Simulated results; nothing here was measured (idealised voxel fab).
This section sets out a process module, namely voxel local oxidation.
Section shown: cut. Width: 250 nm. Cell size: 5 nm, square.
If you're reading a cross-section in this doc, picture square cells in a grid; it comes to you as bands, top ones listed first down to the bottom, and a band can be one or more rows of cells. Look at the band entry: it leads with the top's height and the bottom's height in nm. Then it lists the materials left to right, with a width in nm for each. The word "full width" on a single material says that material fills the band edge to edge. The word "empty" is empty space. Height is counted from the level 0, under which the received wafer is composed throughout of one material. The lowest of the bands is not closed at the bottom but continues downward, in the notation "from 0 down". The two numbers in a width such as "30 to 40" mark its ends across the band: the first belongs to the top row of cells, the second to the bottom row, and from each row to the next the width moves by the same amount. "remained the same" (step): cross-section cells unchanged, all of them. The label "Entrapped void list" introduces a list of the empty spaces, 8 cells or larger, that have no open way up to the top; each entry in it reads width x height at distance, where the distance is taken from the left edge and all three are stated in nm. after a step's settings: what the simulator itself notes on the step. overlay nm: right-of-plan distance of the mask on a masked step; negative values mean left-of-plan.
These are the steps we planned for the process
1,RECEIVE,material Si
2,OXIDIZE,depth nm 5
3,CONFORMAL_DEP,material SiN,thk nm 15
4,DIRECTIONAL_DEP,material aC,thk nm 5
5,PATTERN,tone cover,mask id ACTIVE,material resist,width nm 95,thk nm 35,overlay nm 0
6,DIRECTIONAL_ETCH,etch materials aC,depth nm 15
7,STRIP,etch materials resist
8,DIRECTIONAL_ETCH,etch materials SiN,depth nm 15
9,STRIP,etch materials aC
10,SELECTIVE_ETCH,etch materials SiO2,depth nm 5
11,OXIDIZE,depth nm 10
12,STRIP,etch materials SiN
Keep in mind the plan's value for the thk nm of step 4 comes from the first wafer; the wafers don't share that setting, but they do share the same starting point.
Cross-section: the first of several wafers in its as-received state, i.e. following step 1
	from 0 down = Si full width
	Entrapped void list: none
End of the module, past its last step, step 12: how the first of several wafers looks in cross-section
	from 0 to -5 = 80 of empty; 85 of SiO2; 85 of empty
	from -5 to -15 = 90 of SiO2; 65 of Si; 95 of SiO2
	from -15 down = Si full width
	Entrapped void list: none
The last wafer as seen in cross-section at the end of the module
	from 0 to -5 = SiO2 full width
	from -5 down = Si full width
	Entrapped void list: none
wafer rows; end of module; cells per material since receipt: (+) gained, (-) lost; then closed voids
thk nm 5, -124 Si, +91 SiO2, Entrapped void list: none
thk nm 10, -124 Si, +91 SiO2, Entrapped void list: none
thk nm 15, -124 Si, +91 SiO2, Entrapped void list: none
thk nm 20, -50 Si, +50 SiO2, Entrapped void list: none
thk nm 25, -50 Si, +50 SiO2, Entrapped void list: none
thk nm 30, -50 Si, +50 SiO2, Entrapped void list: none
